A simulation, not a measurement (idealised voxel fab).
Title: Process Module voxel self aligned contacts
cross-section cut | 195 nm wide | cells 5 nm
Cross-section, as written here: a square-cell grid given band by band from the top down, where a band holds one or more rows of cells.
Band entry format. Leading values: height of top, height of bottom, nm. Remainder: materials in left-to-right order, each with its width in nm. Special words: "all across" on a single material, which then fills the band edge to edge; "air", empty space.
We count height from 0. Below that, the starting wafer is all one material. The lowest band never ends at the bottom but goes on down; see "0 and below" for how that is written.
Note: "30 to 40" means the width goes from the first number (top row of the band) to the second number (bottom row) in equal steps per row of cells.
What does "everything unchanged" mean for a step? It means no cell of the cross-section changed in that step.
"Fully closed voids" - sealed voids, min. 8 cells, no opening to top; format: width x height at distance (distance from left edge; nm throughout).
Where a step's line continues beyond its settings, the continuation is a remark by the simulator itself on that step.
Among the settings permitted on a step's line is "overlay nm"; applied to a step with a mask, it specifies the extent to which the mask lay to the right of its planned position, whereas a negative figure signifies a position to the left.

So here's the lineup of process steps we planned
1 RECEIVE (material Si)
2 CONFORMAL_DEP (material SiO2; thk nm 5)
3 DIRECTIONAL_DEP (material polySi; thk nm 25)
4 DIRECTIONAL_DEP (material SiN; thk nm 25)
5 DIRECTIONAL_DEP (material aC; thk nm 15)
6 PATTERN (tone cover; mask id GATE; material resist; width nm 25; pitch nm 65; thk nm 35; overlay nm 0)
7 DIRECTIONAL_ETCH (etch materials aC; depth nm 15)
8 STRIP (etch materials resist)
9 DIRECTIONAL_ETCH (etch materials SiN; depth nm 25)
10 DIRECTIONAL_ETCH (etch materials polySi; depth nm 25)
11 STRIP (etch materials aC)
12 CONFORMAL_DEP (material SiN; thk nm 10)
13 DIRECTIONAL_ETCH (etch materials SiN; depth nm 10)
14 FILL_DEP (material SiO2; thk nm 15)
15 CMP (height nm 60)
16 MASKED_ETCH (tone open; mask id CONTACT; width nm 50; etch materials SiO2; depth nm 60; overlay nm 0)
17 CONFORMAL_DEP (material TiN; thk nm 5)
18 FILL_DEP (material Ru; thk nm 5)
19 CMP (height nm 60)
20 CONFORMAL_DEP (material SiN; thk nm 5)

Run as planned: first of two wafers

As received (post step 1): cross-section
> 0 and below | Si all across
> Fully closed voids: none

After step 2, in cross-section
> 5 down to 0 | SiO2 all across
> below 0: unchanged

After step 3, in cross-section
> 30 down to 5 | polySi all across
> below 5: unchanged

After step 4, in cross-section
> 55 down to 30 | SiN all across
> below 30: unchanged

After step 5, in cross-section
> 70 down to 55 | aC all across
> below 55: unchanged

After step 6, in cross-section
> 105 down to 70 | 50 air / 25 resist / 40 air / 25 resist / 55 air
> below 70: unchanged

After step 7, in cross-section
> 90 down to 70 | 50 air / 25 resist / 40 air / 25 resist / 55 air
> 70 down to 55 | 50 air / 25 aC / 40 air / 25 aC / 55 air
> below 55: unchanged

After step 8, in cross-section
> 70 down to 55 | 50 air / 25 aC / 40 air / 25 aC / 55 air
> below 55: unchanged

After step 9, in cross-section
> 70 down to 55 | 50 air / 25 aC / 40 air / 25 aC / 55 air
> 55 down to 30 | 50 air / 25 SiN / 40 air / 25 SiN / 55 air
> below 30: unchanged

After step 10, in cross-section
> 70 down to 55 | 50 air / 25 aC / 40 air / 25 aC / 55 air
> 55 down to 30 | 50 air / 25 SiN / 40 air / 25 SiN / 55 air
> 30 down to 5 | 50 air / 25 polySi / 40 air / 25 polySi / 55 air
> below 5: unchanged

After step 11, in cross-section
> 55 down to 30 | 50 air / 25 SiN / 40 air / 25 SiN / 55 air
> below 30: unchanged

After step 12, in cross-section
> 65 down to 30 | 40 air / 45 SiN / 20 air / 45 SiN / 45 air
> 30 down to 15 | 40 air / 10 SiN / 25 polySi / 10 SiN / 20 air / 10 SiN / 25 polySi / 10 SiN / 45 air
> 15 down to 5 | 50 SiN / 25 polySi / 40 SiN / 25 polySi / 55 SiN
> below 5: unchanged

After step 13, in cross-section
> 55 down to 30 | 40 air / 45 SiN / 20 air / 45 SiN / 45 air
> 30 down to 5 | 40 air / 10 SiN / 25 polySi / 10 SiN / 20 air / 10 SiN / 25 polySi / 10 SiN / 45 air
> below 5: unchanged

After step 14, in cross-section
> 70 down to 55 | SiO2 all across
> 55 down to 30 | 40 SiO2 / 45 SiN / 20 SiO2 / 45 SiN / 45 SiO2
> 30 down to 5 | 40 SiO2 / 10 SiN / 25 polySi / 10 SiN / 20 SiO2 / 10 SiN / 25 polySi / 10 SiN / 45 SiO2
> below 5: unchanged

After step 15, in cross-section
> 60 down to 55 | SiO2 all across
> below 55: unchanged

After step 16, in cross-section
> 60 down to 55 | 70 SiO2 / 50 air / 75 SiO2
> 55 down to 30 | 40 SiO2 / 45 SiN / 20 air / 45 SiN / 45 SiO2
> 30 down to 5 | 40 SiO2 / 10 SiN / 25 polySi / 10 SiN / 20 air / 10 SiN / 25 polySi / 10 SiN / 45 SiO2
> 5 down to 0 | 85 SiO2 / 20 air / 90 SiO2
> below 0: unchanged

After step 17, in cross-section
> 65 down to 60 | 75 TiN / 40 air / 80 TiN
> 60 down to 55 | 70 SiO2 / 20 TiN / 10 air / 20 TiN / 75 SiO2
> 55 down to 30 | 40 SiO2 / 45 SiN / 5 TiN / 10 air / 5 TiN / 45 SiN / 45 SiO2
> 30 down to 5 | 40 SiO2 / 10 SiN / 25 polySi / 10 SiN / 5 TiN / 10 air / 5 TiN / 10 SiN / 25 polySi / 10 SiN / 45 SiO2
> 5 down to 0 | 85 SiO2 / 20 TiN / 90 SiO2
> below 0: unchanged

After step 18, in cross-section
> 70 down to 65 | Ru all across
> 65 down to 60 | 75 TiN / 40 Ru / 80 TiN
> 60 down to 55 | 70 SiO2 / 20 TiN / 10 Ru / 20 TiN / 75 SiO2
> 55 down to 30 | 40 SiO2 / 45 SiN / 5 TiN / 10 Ru / 5 TiN / 45 SiN / 45 SiO2
> 30 down to 5 | 40 SiO2 / 10 SiN / 25 polySi / 10 SiN / 5 TiN / 10 Ru / 5 TiN / 10 SiN / 25 polySi / 10 SiN / 45 SiO2
> below 5: unchanged

After step 19, in cross-section
> 60 down to 55 | 70 SiO2 / 20 TiN / 10 Ru / 20 TiN / 75 SiO2
> below 55: unchanged

After step 20, in cross-section
> 65 down to 60 | SiN all across
> below 60: unchanged

The Second Wafer: Common Origin and Plan, One Mistake in Execution, Identical to the First Through Step 11

Second wafer, cut view, end of step 12 per plan: everything unchanged

Second wafer, cut view, end of step 13 per plan
> 45 down to 30 | 50 air / 25 SiN / 40 air / 25 SiN / 55 air
> below 30: unchanged

Second wafer, cut view, end of step 14 per plan
> 60 down to 45 | SiO2 all across
> 45 down to 30 | 50 SiO2 / 25 SiN / 40 SiO2 / 25 SiN / 55 SiO2
> 30 down to 5 | 50 SiO2 / 25 polySi / 40 SiO2 / 25 polySi / 55 SiO2
> below 5: unchanged

Second wafer, cut view, end of step 15 per plan: everything unchanged

Second wafer, cut view, end of step 16 per plan
> 60 down to 45 | 70 SiO2 / 50 air / 75 SiO2
> 45 down to 30 | 50 SiO2 / 25 SiN / 40 air / 25 SiN / 55 SiO2
> 30 down to 5 | 50 SiO2 / 25 polySi / 40 air / 25 polySi / 55 SiO2
> 5 down to 0 | 75 SiO2 / 40 air / 80 SiO2
> below 0: unchanged

Second wafer, cut view, end of step 17 per plan
> 65 down to 60 | 75 TiN / 40 air / 80 TiN
> 60 down to 50 | 70 SiO2 / 5 TiN / 40 air / 5 TiN / 75 SiO2
> 50 down to 45 | 70 SiO2 / 10 TiN / 30 air / 10 TiN / 75 SiO2
> 45 down to 30 | 50 SiO2 / 25 SiN / 5 TiN / 30 air / 5 TiN / 25 SiN / 55 SiO2
> 30 down to 5 | 50 SiO2 / 25 polySi / 5 TiN / 30 air / 5 TiN / 25 polySi / 55 SiO2
> 5 down to 0 | 75 SiO2 / 40 TiN / 80 SiO2
> below 0: unchanged

Second wafer, cut view, end of step 18 per plan
> 70 down to 65 | Ru all across
> 65 down to 60 | 75 TiN / 40 Ru / 80 TiN
> 60 down to 50 | 70 SiO2 / 5 TiN / 40 Ru / 5 TiN / 75 SiO2
> 50 down to 45 | 70 SiO2 / 10 TiN / 30 Ru / 10 TiN / 75 SiO2
> 45 down to 30 | 50 SiO2 / 25 SiN / 5 TiN / 30 Ru / 5 TiN / 25 SiN / 55 SiO2
> 30 down to 5 | 50 SiO2 / 25 polySi / 5 TiN / 30 Ru / 5 TiN / 25 polySi / 55 SiO2
> below 5: unchanged

Second wafer, cut view, end of step 19 per plan
> 60 down to 50 | 70 SiO2 / 5 TiN / 40 Ru / 5 TiN / 75 SiO2
> below 50: unchanged

Second wafer, cut view, end of step 20 per plan
> 65 down to 60 | SiN all across
> below 60: unchanged
Against the plan, the run slipped here: step 12 of the plan: omitted, not performed
End check, counted in cells, second wafer has more or fewer of these materials than the first: 48 more of Ru; 100 fewer of SiN; 52 more of SiO2
